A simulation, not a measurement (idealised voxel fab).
process module | voxel quadruple lines
cross-section cut | 265 nm wide | cells 5 nm
A cross-section is a grid of square cells, given in bands from the top down. A band is one or more rows of cells.
Each band's line starts with the height of the band's top and of its bottom, in nm. Then come its materials from left to right, each with its width in nm. One material with "throughout" fills the band from edge to edge. "air" is empty space.
Height 0 is the level under which the wafer as received is all one material. The lowest band goes on downwards, as in "0 down".
A width such as "30 to 40" changes by the same amount from each row of cells to the next, from the band's top row to its bottom row.
"no change" after a step means that no cell of the cross-section changed.
closed voids: empty space of 8 cells or more with no open way to the top, each as width x height at its distance from the left edge, in nm
after a step's settings: what the simulator itself notes on the step
overlay nm, on a step with a mask: how far to the right of its planned place the mask lay; to the left if negative
plan
1 op RECEIVE | material Si
2 op CONFORMAL_DEP | material SiO2 | thk nm 5
3 op DIRECTIONAL_DEP | material W | thk nm 10
4 op DIRECTIONAL_DEP | material polySi | thk nm 20
5 op DIRECTIONAL_DEP | material aC | thk nm 20
6 op PATTERN | tone cover | mask id MANDREL | material resist | width nm 25 | pitch nm 80 | thk nm 25 | overlay nm 0
7 op DIRECTIONAL_ETCH | etch materials aC | depth nm 20
8 op STRIP | etch materials resist
9 op CONFORMAL_DEP | material SiO2 | thk nm 15
10 op DIRECTIONAL_ETCH | etch materials SiO2 | depth nm 15
11 op STRIP | etch materials aC
12 op DIRECTIONAL_ETCH | etch materials polySi | depth nm 20
13 op STRIP | etch materials SiO2
14 op CONFORMAL_DEP | material SiN | thk nm 5
15 op DIRECTIONAL_ETCH | etch materials SiN | depth nm 5
16 op STRIP | etch materials polySi
17 op DIRECTIONAL_ETCH | etch materials W | depth nm 10
18 op STRIP | etch materials SiN
19 op FILL_DEP | material lowk | thk nm 10
20 op CMP | height nm 15
first wafer, as planned
as received, after step 1
  0 down: Si throughout
  closed voids: none
after step 2
  5 to 0: SiO2 throughout
  below 0: unchanged
after step 3
  15 to 5: W throughout
  below 5: unchanged
after step 4
  35 to 15: polySi throughout
  below 15: unchanged
after step 5
  55 to 35: aC throughout
  below 35: unchanged
after step 6
  80 to 55: air 80 | resist 25 | air 55 | resist 25 | air 80
  below 55: unchanged
after step 7
  60 to 55: air 80 | resist 25 | air 55 | resist 25 | air 80
  55 to 35: air 80 | aC 25 | air 55 | aC 25 | air 80
  below 35: unchanged
after step 8
  55 to 35: air 80 | aC 25 | air 55 | aC 25 | air 80
  below 35: unchanged
after step 9
  70 to 55: air 65 | SiO2 55 | air 25 | SiO2 55 | air 65
  55 to 50: air 65 | SiO2 15 | aC 25 | SiO2 15 | air 25 | SiO2 15 | aC 25 | SiO2 15 | air 65
  50 to 35: SiO2 80 | aC 25 | SiO2 55 | aC 25 | SiO2 80
  below 35: unchanged
after step 10
  55 to 35: air 65 | SiO2 15 | aC 25 | SiO2 15 | air 25 | SiO2 15 | aC 25 | SiO2 15 | air 65
  below 35: unchanged
after step 11
  55 to 35: air 65 | SiO2 15 | air 25 | SiO2 15 | air 25 | SiO2 15 | air 25 | SiO2 15 | air 65
  below 35: unchanged
after step 12
  55 to 35: air 65 | SiO2 15 | air 25 | SiO2 15 | air 25 | SiO2 15 | air 25 | SiO2 15 | air 65
  35 to 15: air 65 | polySi 15 | air 25 | polySi 15 | air 25 | polySi 15 | air 25 | polySi 15 | air 65
  below 15: unchanged
after step 13
  35 to 15: air 65 | polySi 15 | air 25 | polySi 15 | air 25 | polySi 15 | air 25 | polySi 15 | air 65
  below 15: unchanged
after step 14
  40 to 35: air 60 | SiN 25 | air 15 | SiN 25 | air 15 | SiN 25 | air 15 | SiN 25 | air 60
  35 to 20: air 60 | SiN 5 | polySi 15 | SiN 5 | air 15 | SiN 5 | polySi 15 | SiN 5 | air 15 | SiN 5 | polySi 15 | SiN 5 | air 15 | SiN 5 | polySi 15 | SiN 5 | air 60
  20 to 15: SiN 65 | polySi 15 | SiN 25 | polySi 15 | SiN 25 | polySi 15 | SiN 25 | polySi 15 | SiN 65
  below 15: unchanged
after step 15
  35 to 15: air 60 | SiN 5 | polySi 15 | SiN 5 | air 15 | SiN 5 | polySi 15 | SiN 5 | air 15 | SiN 5 | polySi 15 | SiN 5 | air 15 | SiN 5 | polySi 15 | SiN 5 | air 60
  below 15: unchanged
after step 16
  35 to 15: air 60 | SiN 5 | air 15 | SiN 5 | air 15 | SiN 5 | air 15 | SiN 5 | air 15 | SiN 5 | air 15 | SiN 5 | air 15 | SiN 5 | air 15 | SiN 5 | air 60
  below 15: unchanged
after step 17
  35 to 15: air 60 | SiN 5 | air 15 | SiN 5 | air 15 | SiN 5 | air 15 | SiN 5 | air 15 | SiN 5 | air 15 | SiN 5 | air 15 | SiN 5 | air 15 | SiN 5 | air 60
  15 to 5: air 60 | W 5 | air 15 | W 5 | air 15 | W 5 | air 15 | W 5 | air 15 | W 5 | air 15 | W 5 | air 15 | W 5 | air 15 | W 5 | air 60
  below 5: unchanged
after step 18
  15 to 5: air 60 | W 5 | air 15 | W 5 | air 15 | W 5 | air 15 | W 5 | air 15 | W 5 | air 15 | W 5 | air 15 | W 5 | air 15 | W 5 | air 60
  below 5: unchanged
after step 19
  25 to 15: lowk throughout
  15 to 5: lowk 60 | W 5 | lowk 15 | W 5 | lowk 15 | W 5 | lowk 15 | W 5 | lowk 15 | W 5 | lowk 15 | W 5 | lowk 15 | W 5 | lowk 15 | W 5 | lowk 60
  below 5: unchanged
after step 20
  15 to 5: lowk 60 | W 5 | lowk 15 | W 5 | lowk 15 | W 5 | lowk 15 | W 5 | lowk 15 | W 5 | lowk 15 | W 5 | lowk 15 | W 5 | lowk 15 | W 5 | lowk 60
  below 5: unchanged
second wafer: like start, like plan, one mistake. Through step 1 it matches the first wafer
when step 2 should have ended
  5 to 0: W throughout
  below 0: unchanged
when step 3 should have ended
  15 to 0: W throughout
  below 0: unchanged
when step 4 should have ended
  35 to 15: polySi throughout
  below 15: unchanged
when step 5 should have ended
  55 to 35: aC throughout
  below 35: unchanged
when step 6 should have ended
  80 to 55: air 80 | resist 25 | air 55 | resist 25 | air 80
  below 55: unchanged
when step 7 should have ended
  60 to 55: air 80 | resist 25 | air 55 | resist 25 | air 80
  55 to 35: air 80 | aC 25 | air 55 | aC 25 | air 80
  below 35: unchanged
when step 8 should have ended
  55 to 35: air 80 | aC 25 | air 55 | aC 25 | air 80
  below 35: unchanged
when step 9 should have ended
  70 to 55: air 65 | SiO2 55 | air 25 | SiO2 55 | air 65
  55 to 50: air 65 | SiO2 15 | aC 25 | SiO2 15 | air 25 | SiO2 15 | aC 25 | SiO2 15 | air 65
  50 to 35: SiO2 80 | aC 25 | SiO2 55 | aC 25 | SiO2 80
  below 35: unchanged
when step 10 should have ended
  55 to 35: air 65 | SiO2 15 | aC 25 | SiO2 15 | air 25 | SiO2 15 | aC 25 | SiO2 15 | air 65
  below 35: unchanged
when step 11 should have ended
  55 to 35: air 65 | SiO2 15 | air 25 | SiO2 15 | air 25 | SiO2 15 | air 25 | SiO2 15 | air 65
  below 35: unchanged
when step 12 should have ended
  55 to 35: air 65 | SiO2 15 | air 25 | SiO2 15 | air 25 | SiO2 15 | air 25 | SiO2 15 | air 65
  35 to 15: air 65 | polySi 15 | air 25 | polySi 15 | air 25 | polySi 15 | air 25 | polySi 15 | air 65
  below 15: unchanged
when step 13 should have ended
  35 to 15: air 65 | polySi 15 | air 25 | polySi 15 | air 25 | polySi 15 | air 25 | polySi 15 | air 65
  below 15: unchanged
when step 14 should have ended
  40 to 35: air 60 | SiN 25 | air 15 | SiN 25 | air 15 | SiN 25 | air 15 | SiN 25 | air 60
  35 to 20: air 60 | SiN 5 | polySi 15 | SiN 5 | air 15 | SiN 5 | polySi 15 | SiN 5 | air 15 | SiN 5 | polySi 15 | SiN 5 | air 15 | SiN 5 | polySi 15 | SiN 5 | air 60
  20 to 15: SiN 65 | polySi 15 | SiN 25 | polySi 15 | SiN 25 | polySi 15 | SiN 25 | polySi 15 | SiN 65
  below 15: unchanged
when step 15 should have ended
  35 to 15: air 60 | SiN 5 | polySi 15 | SiN 5 | air 15 | SiN 5 | polySi 15 | SiN 5 | air 15 | SiN 5 | polySi 15 | SiN 5 | air 15 | SiN 5 | polySi 15 | SiN 5 | air 60
  below 15: unchanged
when step 16 should have ended
  35 to 15: air 60 | SiN 5 | air 15 | SiN 5 | air 15 | SiN 5 | air 15 | SiN 5 | air 15 | SiN 5 | air 15 | SiN 5 | air 15 | SiN 5 | air 15 | SiN 5 | air 60
  below 15: unchanged
when step 17 should have ended
  35 to 15: air 60 | SiN 5 | air 15 | SiN 5 | air 15 | SiN 5 | air 15 | SiN 5 | air 15 | SiN 5 | air 15 | SiN 5 | air 15 | SiN 5 | air 15 | SiN 5 | air 60
  15 to 5: air 60 | W 5 | air 15 | W 5 | air 15 | W 5 | air 15 | W 5 | air 15 | W 5 | air 15 | W 5 | air 15 | W 5 | air 15 | W 5 | air 60
  below 5: unchanged
when step 18 should have ended
  15 to 5: air 60 | W 5 | air 15 | W 5 | air 15 | W 5 | air 15 | W 5 | air 15 | W 5 | air 15 | W 5 | air 15 | W 5 | air 15 | W 5 | air 60
  below 5: unchanged
when step 19 should have ended
  25 to 15: lowk throughout
  15 to 5: lowk 60 | W 5 | lowk 15 | W 5 | lowk 15 | W 5 | lowk 15 | W 5 | lowk 15 | W 5 | lowk 15 | W 5 | lowk 15 | W 5 | lowk 15 | W 5 | lowk 60
  below 5: unchanged
when step 20 should have ended
  15 to 5: lowk 60 | W 5 | lowk 15 | W 5 | lowk 15 | W 5 | lowk 15 | W 5 | lowk 15 | W 5 | lowk 15 | W 5 | lowk 15 | W 5 | lowk 15 | W 5 | lowk 60
  below 5: unchanged
what went wrong: step 2 ran as: op CONFORMAL_DEP | material W | thk nm 5
at the end the second wafer has, in cells: 53 fewer of SiO2 | 53 more of W
